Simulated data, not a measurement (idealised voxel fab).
The following process module bears the name voxel double patterning.
Cross-section cut: width 220 nm, square cells of 5 nm.
Think of the cross-section as a grid of square cells. We describe it in bands, top to bottom, and each band covers one or more rows of those cells.
First you get the band's top height and its bottom height, in nm, and then the materials it's made of, left to right, with each width in nm. If you see a single material with "all across", that one covers the band edge to edge. "air" is empty space.
Note: height 0 marks the level under which the wafer is uniformly one material as received. Lowest band unbounded below, written "0..down".
You'd read "30..40" like this: the band's top row of cells is as wide as the first number, its bottom row is as wide as the second, and going down, every row changes width by the same amount as the row before did.
You'll sometimes find "remains unaltered" written for a step, and that's the way of saying that nowhere in the cross-section did a cell change during that step.
"Cavities, closed" specifies each empty space that is not open to the top and that occupies no fewer than 8 cells, using the form width x height at distance, the distance measured from the left edge and all three quantities in nm.
It should be noted that, on the line of a given step, the content following the step's settings is a remark produced by the simulator itself with respect to that step.
For masked steps, "overlay nm" on the step line gives how far right of plan the mask actually lay; a minus sign means it lay to the left.
Pairs ahead. Before: cross-section ahead of one process step. After: cross-section once the step is done, shown to the lowest changed band only. Under each pair: that step, with settings. Caution: pairs may come from different runs of this module on the same starting wafer; a pair follows the pair above only where its "Status quo ante" entry says so.

## Status quo ante
    25..20 | SiCN 50 nm, then air 15 nm, then SiCN 35 nm, then air 15 nm, then SiCN 35 nm, then air 15 nm, then SiCN 55 nm
    20..5 | W all across
    5..0 | SiO2 all across
    0..down | Si all across
    Cavities, closed: none

## Step Result
    35..30 | aC 50 nm, then air 15 nm, then aC 35 nm, then air 15 nm, then aC 35 nm, then air 15 nm, then aC 55 nm
    30..25 | aC all across
    25..20 | SiCN 50 nm, then aC 15 nm, then SiCN 35 nm, then aC 15 nm, then SiCN 35 nm, then aC 15 nm, then SiCN 55 nm
    Unchanged below 20.
    Cavities, closed: none
Processing between the before and after sections above: DIRECTIONAL_DEP [material aC] [thk nm 10]

Status quo ante: the state before this step is the cross-section shown after the step in the pair just above.

## Step Result
    65..35 | resist 75 nm, then air 15 nm, then resist 35 nm, then air 15 nm, then resist 80 nm
    35..30 | aC 50 nm, then resist 15 nm, then aC 35 nm, then resist 15 nm, then aC 35 nm, then resist 15 nm, then aC 55 nm
    Unchanged below 30.
    Cavities, closed: none
Processing between the before and after sections above: PATTERN [tone open] [mask id SECOND] [material resist] [width nm 15] [pitch nm 50] [thk nm 30] [overlay nm 0]

Status quo ante: the state before this step is the cross-section shown after the step in the pair just above.

## Step Result
    55..35 | resist 75 nm, then air 15 nm, then resist 35 nm, then air 15 nm, then resist 80 nm
    35..30 | aC 50 nm, then resist 15 nm, then aC 10 nm, then air 15 nm, then aC 10 nm, then resist 15 nm, then aC 10 nm, then air 15 nm, then aC 10 nm, then resist 15 nm, then aC 55 nm
    30..25 | aC 75 nm, then air 15 nm, then aC 35 nm, then air 15 nm, then aC 80 nm
    Unchanged below 25.
    Cavities, closed: none
Processing between the before and after sections above: DIRECTIONAL_ETCH [etch materials aC] [depth nm 10]

Status quo ante: the state before this step is the cross-section shown after the step in the pair just above.

## Step Result
    35..30 | aC 50 nm, then air 15 nm, then aC 10 nm, then air 15 nm, then aC 10 nm, then air 15 nm, then aC 10 nm, then air 15 nm, then aC 10 nm, then air 15 nm, then aC 55 nm
    Unchanged below 30.
    Cavities, closed: none
Processing between the before and after sections above: STRIP [etch materials resist]

Status quo ante: the state before this step is the cross-section shown after the step in the pair just above.

## Step Result
    35..30 | aC 50 nm, then air 15 nm, then aC 10 nm, then air 15 nm, then aC 10 nm, then air 15 nm, then aC 10 nm, then air 15 nm, then aC 10 nm, then air 15 nm, then aC 55 nm
    30..25 | aC 75 nm, then air 15 nm, then aC 35 nm, then air 15 nm, then aC 80 nm
    25..20 | SiCN 50 nm, then aC 15 nm, then SiCN 10 nm, then air 15 nm, then SiCN 10 nm, then aC 15 nm, then SiCN 10 nm, then air 15 nm, then SiCN 10 nm, then aC 15 nm, then SiCN 55 nm
    Unchanged below 20.
    Cavities, closed: none
Processing between the before and after sections above: DIRECTIONAL_ETCH [etch materials SiCN] [depth nm 5]

Status quo ante: the state before this step is the cross-section shown after the step in the pair just above.

## Step Result
    25..20 | SiCN 50 nm, then air 15 nm, then SiCN 10 nm, then air 15 nm, then SiCN 10 nm, then air 15 nm, then SiCN 10 nm, then air 15 nm, then SiCN 10 nm, then air 15 nm, then SiCN 55 nm
    Unchanged below 20.
    Cavities, closed: none
Processing between the before and after sections above: STRIP [etch materials aC]

Status quo ante: the state before this step is the cross-section shown after the step in the pair just above.

## Step Result
    25..20 | SiCN 50 nm, then air 15 nm, then SiCN 10 nm, then air 15 nm, then SiCN 10 nm, then air 15 nm, then SiCN 10 nm, then air 15 nm, then SiCN 10 nm, then air 15 nm, then SiCN 55 nm
    20..5 | W 50 nm, then air 15 nm, then W 10 nm, then air 15 nm, then W 10 nm, then air 15 nm, then W 10 nm, then air 15 nm, then W 10 nm, then air 15 nm, then W 55 nm
    Unchanged below 5.
    Cavities, closed: none
Processing between the before and after sections above: DIRECTIONAL_ETCH [etch materials W] [depth nm 15]

Status quo ante: the state before this step is the cross-section shown after the step in the pair just above.

## Step Result
    20..5 | W 50 nm, then air 15 nm, then W 10 nm, then air 15 nm, then W 10 nm, then air 15 nm, then W 10 nm, then air 15 nm, then W 10 nm, then air 15 nm, then W 55 nm
    Unchanged below 5.
    Cavities, closed: none
Processing between the before and after sections above: STRIP [etch materials SiCN]

## Status quo ante
    40..30 | aC all across
    30..25 | SiCN all across
    25..10 | W all across
    10..0 | SiO2 all across
    0..down | Si all across
    Cavities, closed: none

## Step Result
    65..40 | resist 45 nm, then air 25 nm, then resist 25 nm, then air 25 nm, then resist 25 nm, then air 25 nm, then resist 50 nm
    Unchanged below 40.
    Cavities, closed: none
Processing between the before and after sections above: PATTERN [tone open] [mask id FIRST] [material resist] [width nm 25] [pitch nm 50] [thk nm 25] [overlay nm 0]

Status quo ante: the state before this step is the cross-section shown after the step in the pair just above.

## Step Result
    55..40 | resist 45 nm, then air 25 nm, then resist 25 nm, then air 25 nm, then resist 25 nm, then air 25 nm, then resist 50 nm
    40..30 | aC 45 nm, then air 25 nm, then aC 25 nm, then air 25 nm, then aC 25 nm, then air 25 nm, then aC 50 nm
    Unchanged below 30.
    Cavities, closed: none
Processing between the before and after sections above: DIRECTIONAL_ETCH [etch materials aC] [depth nm 10]

Status quo ante: the state before this step is the cross-section shown after the step in the pair just above.

## Step Result
    40..30 | aC 45 nm, then air 25 nm, then aC 25 nm, then air 25 nm, then aC 25 nm, then air 25 nm, then aC 50 nm
    Unchanged below 30.
    Cavities, closed: none
Processing between the before and after sections above: STRIP [etch materials resist]

Status quo ante: the state before this step is the cross-section shown after the step in the pair just above.

## Step Result
    40..30 | aC 45 nm, then air 25 nm, then aC 25 nm, then air 25 nm, then aC 25 nm, then air 25 nm, then aC 50 nm
    30..25 | SiCN 45 nm, then air 25 nm, then SiCN 25 nm, then air 25 nm, then SiCN 25 nm, then air 25 nm, then SiCN 50 nm
    Unchanged below 25.
    Cavities, closed: none
Processing between the before and after sections above: DIRECTIONAL_ETCH [etch materials SiCN] [depth nm 5]

Status quo ante: the state before this step is the cross-section shown after the step in the pair just above.

## Step Result
    30..25 | SiCN 45 nm, then air 25 nm, then SiCN 25 nm, then air 25 nm, then SiCN 25 nm, then air 25 nm, then SiCN 50 nm
    Unchanged below 25.
    Cavities, closed: none
Processing between the before and after sections above: STRIP [etch materials aC]

Status quo ante: the state before this step is the cross-section shown after the step in the pair just above.

## Step Result
    40..35 | aC 45 nm, then air 25 nm, then aC 25 nm, then air 25 nm, then aC 25 nm, then air 25 nm, then aC 50 nm
    35..30 | aC all across
    30..25 | SiCN 45 nm, then aC 25 nm, then SiCN 25 nm, then aC 25 nm, then SiCN 25 nm, then aC 25 nm, then SiCN 50 nm
    Unchanged below 25.
    Cavities, closed: none
Processing between the before and after sections above: DIRECTIONAL_DEP [material aC] [thk nm 10]

Status quo ante: the state before this step is the cross-section shown after the step in the pair just above.

## Step Result
    70..40 | resist 75 nm, then air 15 nm, then resist 35 nm, then air 15 nm, then resist 80 nm
    40..35 | aC 45 nm, then resist 25 nm, then aC 25 nm, then resist 25 nm, then aC 25 nm, then resist 25 nm, then aC 50 nm
    Unchanged below 35.
    Cavities, closed: none
Processing between the before and after sections above: PATTERN [tone open] [mask id SECOND] [material resist] [width nm 15] [pitch nm 50] [thk nm 30] [overlay nm 0]

Status quo ante: the state before this step is the cross-section shown after the step in the pair just above.

## Step Result
    60..40 | resist 75 nm, then air 15 nm, then resist 35 nm, then air 15 nm, then resist 80 nm
    40..35 | aC 45 nm, then resist 25 nm, then aC 5 nm, then air 15 nm, then aC 5 nm, then resist 25 nm, then aC 5 nm, then air 15 nm, then aC 5 nm, then resist 25 nm, then aC 50 nm
    35..30 | aC 75 nm, then air 15 nm, then aC 35 nm, then air 15 nm, then aC 80 nm
    Unchanged below 30.
    Cavities, closed: none
Processing between the before and after sections above: DIRECTIONAL_ETCH [etch materials aC] [depth nm 10]

Status quo ante: the state before this step is the cross-section shown after the step in the pair just above.

## Step Result
    40..35 | aC 45 nm, then air 25 nm, then aC 5 nm, then air 15 nm, then aC 5 nm, then air 25 nm, then aC 5 nm, then air 15 nm, then aC 5 nm, then air 25 nm, then aC 50 nm
    Unchanged below 35.
    Cavities, closed: none
Processing between the before and after sections above: STRIP [etch materials resist]

Status quo ante: the state before this step is the cross-section shown after the step in the pair just above.

## Step Result
    40..35 | aC 45 nm, then air 25 nm, then aC 5 nm, then air 15 nm, then aC 5 nm, then air 25 nm, then aC 5 nm, then air 15 nm, then aC 5 nm, then air 25 nm, then aC 50 nm
    35..30 | aC 75 nm, then air 15 nm, then aC 35 nm, then air 15 nm, then aC 80 nm
    30..25 | SiCN 45 nm, then aC 25 nm, then SiCN 5 nm, then air 15 nm, then SiCN 5 nm, then aC 25 nm, then SiCN 5 nm, then air 15 nm, then SiCN 5 nm, then aC 25 nm, then SiCN 50 nm
    Unchanged below 25.
    Cavities, closed: none
Processing between the before and after sections above: DIRECTIONAL_ETCH [etch materials SiCN] [depth nm 5]

Status quo ante: the state before this step is the cross-section shown after the step in the pair just above.

## Step Result
    30..25 | SiCN 45 nm, then air 25 nm, then SiCN 5 nm, then air 15 nm, then SiCN 5 nm, then air 25 nm, then SiCN 5 nm, then air 15 nm, then SiCN 5 nm, then air 25 nm, then SiCN 50 nm
    Unchanged below 25.
    Cavities, closed: none
Processing between the before and after sections above: STRIP [etch materials aC]

Status quo ante: the state before this step is the cross-section shown after the step in the pair just above.

## Step Result
    30..25 | SiCN 45 nm, then air 25 nm, then SiCN 5 nm, then air 15 nm, then SiCN 5 nm, then air 25 nm, then SiCN 5 nm, then air 15 nm, then SiCN 5 nm, then air 25 nm, then SiCN 50 nm
    25..10 | W 45 nm, then air 25 nm, then W 5 nm, then air 15 nm, then W 5 nm, then air 25 nm, then W 5 nm, then air 15 nm, then W 5 nm, then air 25 nm, then W 50 nm
    Unchanged below 10.
    Cavities, closed: none
Processing between the before and after sections above: DIRECTIONAL_ETCH [etch materials W] [depth nm 15]

Status quo ante: the state before this step is the cross-section shown after the step in the pair just above.

## Step Result
    25..10 | W 45 nm, then air 25 nm, then W 5 nm, then air 15 nm, then W 5 nm, then air 25 nm, then W 5 nm, then air 15 nm, then W 5 nm, then air 25 nm, then W 50 nm
    Unchanged below 10.
    Cavities, closed: none
Processing between the before and after sections above: STRIP [etch materials SiCN]

## Status quo ante
    40..30 | aC all across
    30..25 | SiCN all across
    25..10 | W all across
    10..0 | SiO2 all across
    0..down | Si all across
    Cavities, closed: none

## Step Result
    65..40 | resist 60 nm, then air 15 nm, then resist 35 nm, then air 15 nm, then resist 35 nm, then air 15 nm, then resist 45 nm
    Unchanged below 40.
    Cavities, closed: none
Processing between the before and after sections above: PATTERN [tone open] [mask id FIRST] [material resist] [width nm 15] [pitch nm 50] [thk nm 25] [overlay nm 10]

Status quo ante: the state before this step is the cross-section shown after the step in the pair just above.

## Step Result
    55..40 | resist 60 nm, then air 15 nm, then resist 35 nm, then air 15 nm, then resist 35 nm, then air 15 nm, then resist 45 nm
    40..30 | aC 60 nm, then air 15 nm, then aC 35 nm, then air 15 nm, then aC 35 nm, then air 15 nm, then aC 45 nm
    Unchanged below 30.
    Cavities, closed: none
Processing between the before and after sections above: DIRECTIONAL_ETCH [etch materials aC] [depth nm 10]

Status quo ante: the state before this step is the cross-section shown after the step in the pair just above.

## Step Result
    40..30 | aC 60 nm, then air 15 nm, then aC 35 nm, then air 15 nm, then aC 35 nm, then air 15 nm, then aC 45 nm
    Unchanged below 30.
    Cavities, closed: none
Processing between the before and after sections above: STRIP [etch materials resist]

Status quo ante: the state before this step is the cross-section shown after the step in the pair just above.

## Step Result
    40..30 | aC 60 nm, then air 15 nm, then aC 35 nm, then air 15 nm, then aC 35 nm, then air 15 nm, then aC 45 nm
    30..25 | SiCN 60 nm, then air 15 nm, then SiCN 35 nm, then air 15 nm, then SiCN 35 nm, then air 15 nm, then SiCN 45 nm
    Unchanged below 25.
    Cavities, closed: none
Processing between the before and after sections above: DIRECTIONAL_ETCH [etch materials SiCN] [depth nm 5]

Status quo ante: the state before this step is the cross-section shown after the step in the pair just above.

## Step Result
    30..25 | SiCN 60 nm, then air 15 nm, then SiCN 35 nm, then air 15 nm, then SiCN 35 nm, then air 15 nm, then SiCN 45 nm
    Unchanged below 25.
    Cavities, closed: none
Processing between the before and after sections above: STRIP [etch materials aC]

Status quo ante: the state before this step is the cross-section shown after the step in the pair just above.

## Step Result
    40..35 | aC 60 nm, then air 15 nm, then aC 35 nm, then air 15 nm, then aC 35 nm, then air 15 nm, then aC 45 nm
    35..30 | aC all across
    30..25 | SiCN 60 nm, then aC 15 nm, then SiCN 35 nm, then aC 15 nm, then SiCN 35 nm, then aC 15 nm, then SiCN 45 nm
    Unchanged below 25.
    Cavities, closed: none
Processing between the before and after sections above: DIRECTIONAL_DEP [material aC] [thk nm 10]

Status quo ante: the state before this step is the cross-section shown after the step in the pair just above.

## Step Result
    70..40 | resist 75 nm, then air 15 nm, then resist 35 nm, then air 15 nm, then resist 80 nm
    40..35 | aC 60 nm, then resist 15 nm, then aC 35 nm, then resist 15 nm, then aC 35 nm, then resist 15 nm, then aC 45 nm
    Unchanged below 35.
    Cavities, closed: none
Processing between the before and after sections above: PATTERN [tone open] [mask id SECOND] [material resist] [width nm 15] [pitch nm 50] [thk nm 30] [overlay nm 0]

Status quo ante: the state before this step is the cross-section shown after the step in the pair just above.

## Step Result
    60..40 | resist 75 nm, then air 15 nm, then resist 35 nm, then air 15 nm, then resist 80 nm
    40..35 | aC 60 nm, then resist 15 nm, then air 15 nm, then aC 20 nm, then resist 15 nm, then air 15 nm, then aC 20 nm, then resist 15 nm, then aC 45 nm
    35..30 | aC 75 nm, then air 15 nm, then aC 35 nm, then air 15 nm, then aC 80 nm
    Unchanged below 30.
    Cavities, closed: none
Processing between the before and after sections above: DIRECTIONAL_ETCH [etch materials aC] [depth nm 10]

Status quo ante: the state before this step is the cross-section shown after the step in the pair just above.

## Step Result
    40..35 | aC 60 nm, then air 30 nm, then aC 20 nm, then air 30 nm, then aC 20 nm, then air 15 nm, then aC 45 nm
    Unchanged below 35.
    Cavities, closed: none
Processing between the before and after sections above: STRIP [etch materials resist]

Status quo ante: the state before this step is the cross-section shown after the step in the pair just above.

## Step Result
    40..35 | aC 60 nm, then air 30 nm, then aC 20 nm, then air 30 nm, then aC 20 nm, then air 15 nm, then aC 45 nm
    35..30 | aC 75 nm, then air 15 nm, then aC 35 nm, then air 15 nm, then aC 80 nm
    30..25 | SiCN 60 nm, then aC 15 nm, then air 15 nm, then SiCN 20 nm, then aC 15 nm, then air 15 nm, then SiCN 20 nm, then aC 15 nm, then SiCN 45 nm
    Unchanged below 25.
    Cavities, closed: none
Processing between the before and after sections above: DIRECTIONAL_ETCH [etch materials SiCN] [depth nm 5]

Status quo ante: the state before this step is the cross-section shown after the step in the pair just above.

## Step Result
    30..25 | SiCN 60 nm, then air 30 nm, then SiCN 20 nm, then air 30 nm, then SiCN 20 nm, then air 15 nm, then SiCN 45 nm
    Unchanged below 25.
    Cavities, closed: none
Processing between the before and after sections above: STRIP [etch materials aC]

Status quo ante: the state before this step is the cross-section shown after the step in the pair just above.

## Step Result
    30..25 | SiCN 60 nm, then air 30 nm, then SiCN 20 nm, then air 30 nm, then SiCN 20 nm, then air 15 nm, then SiCN 45 nm
    25..10 | W 60 nm, then air 30 nm, then W 20 nm, then air 30 nm, then W 20 nm, then air 15 nm, then W 45 nm
    Unchanged below 10.
    Cavities, closed: none
Processing between the before and after sections above: DIRECTIONAL_ETCH [etch materials W] [depth nm 15]

Status quo ante: the state before this step is the cross-section shown after the step in the pair just above.

## Step Result
    25..10 | W 60 nm, then air 30 nm, then W 20 nm, then air 30 nm, then W 20 nm, then air 15 nm, then W 45 nm
    Unchanged below 10.
    Cavities, closed: none
Processing between the before and after sections above: STRIP [etch materials SiCN]

## Status quo ante
    30..25 | SiCN 50 nm, then air 15 nm, then SiCN 35 nm, then air 15 nm, then SiCN 35 nm, then air 15 nm, then SiCN 55 nm
    25..10 | W all across
    10..0 | SiO2 all across
    0..down | Si all across
    Cavities, closed: none

## Step Result
    40..35 | SiO2 50 nm, then air 15 nm, then SiO2 35 nm, then air 15 nm, then SiO2 35 nm, then air 15 nm, then SiO2 55 nm
    35..30 | SiO2 all across
    30..25 | SiCN 50 nm, then SiO2 15 nm, then SiCN 35 nm, then SiO2 15 nm, then SiCN 35 nm, then SiO2 15 nm, then SiCN 55 nm
    Unchanged below 25.
    Cavities, closed: none
Processing between the before and after sections above: DIRECTIONAL_DEP [material SiO2] [thk nm 10]

Status quo ante: the state before this step is the cross-section shown after the step in the pair just above.

## Step Result
    70..40 | resist 75 nm, then air 15 nm, then resist 35 nm, then air 15 nm, then resist 80 nm
    40..35 | SiO2 50 nm, then resist 15 nm, then SiO2 35 nm, then resist 15 nm, then SiO2 35 nm, then resist 15 nm, then SiO2 55 nm
    Unchanged below 35.
    Cavities, closed: none
Processing between the before and after sections above: PATTERN [tone open] [mask id SECOND] [material resist] [width nm 15] [pitch nm 50] [thk nm 30] [overlay nm 0]

Status quo ante: the state before this step is the cross-section shown after the step in the pair just above.

## Step Result
    60..40 | resist 75 nm, then air 15 nm, then resist 35 nm, then air 15 nm, then resist 80 nm
    Unchanged below 40.
    Cavities, closed: none
Processing between the before and after sections above: DIRECTIONAL_ETCH [etch materials aC] [depth nm 10]

Status quo ante: the state before this step is the cross-section shown after the step in the pair just above.

## Step Result
    40..35 | SiO2 50 nm, then air 15 nm, then SiO2 35 nm, then air 15 nm, then SiO2 35 nm, then air 15 nm, then SiO2 55 nm
    Unchanged below 35.
    Cavities, closed: none
Processing between the before and after sections above: STRIP [etch materials resist]

## Status quo ante
    40..30 | aC all across
    30..25 | SiCN all across
    25..10 | W all across
    10..0 | SiO2 all across
    0..down | Si all across
    Cavities, closed: none

## Step Result
    65..40 | air 50 nm, then resist 15 nm, then air 35 nm, then resist 15 nm, then air 35 nm, then resist 15 nm, then air 55 nm
    Unchanged below 40.
    Cavities, closed: none
Processing between the before and after sections above: PATTERN [tone cover] [mask id FIRST] [material resist] [width nm 15] [pitch nm 50] [thk nm 25] [overlay nm 0]

Status quo ante: the state before this step is the cross-section shown after the step in the pair just above.

## Step Result
    55..40 | air 50 nm, then resist 15 nm, then air 35 nm, then resist 15 nm, then air 35 nm, then resist 15 nm, then air 55 nm
    40..30 | air 50 nm, then aC 15 nm, then air 35 nm, then aC 15 nm, then air 35 nm, then aC 15 nm, then air 55 nm
    Unchanged below 30.
    Cavities, closed: none
Processing between the before and after sections above: DIRECTIONAL_ETCH [etch materials aC] [depth nm 10]

Status quo ante: the state before this step is the cross-section shown after the step in the pair just above.

## Step Result
    40..30 | air 50 nm, then aC 15 nm, then air 35 nm, then aC 15 nm, then air 35 nm, then aC 15 nm, then air 55 nm
    Unchanged below 30.
    Cavities, closed: none
Processing between the before and after sections above: STRIP [etch materials resist]

Status quo ante: the state before this step is the cross-section shown after the step in the pair just above.

## Step Result
    40..30 | air 50 nm, then aC 15 nm, then air 35 nm, then aC 15 nm, then air 35 nm, then aC 15 nm, then air 55 nm
    30..25 | air 50 nm, then SiCN 15 nm, then air 35 nm, then SiCN 15 nm, then air 35 nm, then SiCN 15 nm, then air 55 nm
    Unchanged below 25.
    Cavities, closed: none
Processing between the before and after sections above: DIRECTIONAL_ETCH [etch materials SiCN] [depth nm 5]

Status quo ante: the state before this step is the cross-section shown after the step in the pair just above.

## Step Result
    30..25 | air 50 nm, then SiCN 15 nm, then air 35 nm, then SiCN 15 nm, then air 35 nm, then SiCN 15 nm, then air 55 nm
    Unchanged below 25.
    Cavities, closed: none
Processing between the before and after sections above: STRIP [etch materials aC]

Status quo ante: the state before this step is the cross-section shown after the step in the pair just above.

## Step Result
    40..35 | air 50 nm, then aC 15 nm, then air 35 nm, then aC 15 nm, then air 35 nm, then aC 15 nm, then air 55 nm
    35..30 | aC all across
    30..25 | aC 50 nm, then SiCN 15 nm, then aC 35 nm, then SiCN 15 nm, then aC 35 nm, then SiCN 15 nm, then aC 55 nm
    Unchanged below 25.
    Cavities, closed: none
Processing between the before and after sections above: DIRECTIONAL_DEP [material aC] [thk nm 10]

Status quo ante: the state before this step is the cross-section shown after the step in the pair just above.

## Step Result
    70..40 | resist 75 nm, then air 15 nm, then resist 35 nm, then air 15 nm, then resist 80 nm
    40..35 | resist 50 nm, then aC 15 nm, then resist 10 nm, then air 15 nm, then resist 10 nm, then aC 15 nm, then resist 10 nm, then air 15 nm, then resist 10 nm, then aC 15 nm, then resist 55 nm
    Unchanged below 35.
    Cavities, closed: none
Processing between the before and after sections above: PATTERN [tone open] [mask id SECOND] [material resist] [width nm 15] [pitch nm 50] [thk nm 30] [overlay nm 0]

Status quo ante: the state before this step is the cross-section shown after the step in the pair just above.

## Step Result
    60..40 | resist 75 nm, then air 15 nm, then resist 35 nm, then air 15 nm, then resist 80 nm
    40..35 | resist 50 nm, then aC 15 nm, then resist 10 nm, then air 15 nm, then resist 10 nm, then aC 15 nm, then resist 10 nm, then air 15 nm, then resist 10 nm, then aC 15 nm, then resist 55 nm
    35..30 | aC 75 nm, then air 15 nm, then aC 35 nm, then air 15 nm, then aC 80 nm
    30..25 | aC 50 nm, then SiCN 15 nm, then aC 10 nm, then air 15 nm, then aC 10 nm, then SiCN 15 nm, then aC 10 nm, then air 15 nm, then aC 10 nm, then SiCN 15 nm, then aC 55 nm
    Unchanged below 25.
    Cavities, closed: none
Processing between the before and after sections above: DIRECTIONAL_ETCH [etch materials aC] [depth nm 10]

Status quo ante: the state before this step is the cross-section shown after the step in the pair just above.

## Step Result
    40..35 | air 50 nm, then aC 15 nm, then air 35 nm, then aC 15 nm, then air 35 nm, then aC 15 nm, then air 55 nm
    Unchanged below 35.
    Cavities, closed: none
Processing between the before and after sections above: STRIP [etch materials resist]

Status quo ante: the state before this step is the cross-section shown after the step in the pair just above.

## Step Result
    30..25 | air 50 nm, then SiCN 15 nm, then air 35 nm, then SiCN 15 nm, then air 35 nm, then SiCN 15 nm, then air 55 nm
    Unchanged below 25.
    Cavities, closed: none
Processing between the before and after sections above: STRIP [etch materials aC]

Status quo ante: the state before this step is the cross-section shown after the step in the pair just above.

## Step Result
    30..25 | air 50 nm, then SiCN 15 nm, then air 35 nm, then SiCN 15 nm, then air 35 nm, then SiCN 15 nm, then air 55 nm
    25..10 | air 50 nm, then W 15 nm, then air 35 nm, then W 15 nm, then air 35 nm, then W 15 nm, then air 55 nm
    Unchanged below 10.
    Cavities, closed: none
Processing between the before and after sections above: DIRECTIONAL_ETCH [etch materials W] [depth nm 15]

Status quo ante: the state before this step is the cross-section shown after the step in the pair just above.

## Step Result
    25..10 | air 50 nm, then W 15 nm, then air 35 nm, then W 15 nm, then air 35 nm, then W 15 nm, then air 55 nm
    Unchanged below 10.
    Cavities, closed: none
Processing between the before and after sections above: STRIP [etch materials SiCN]
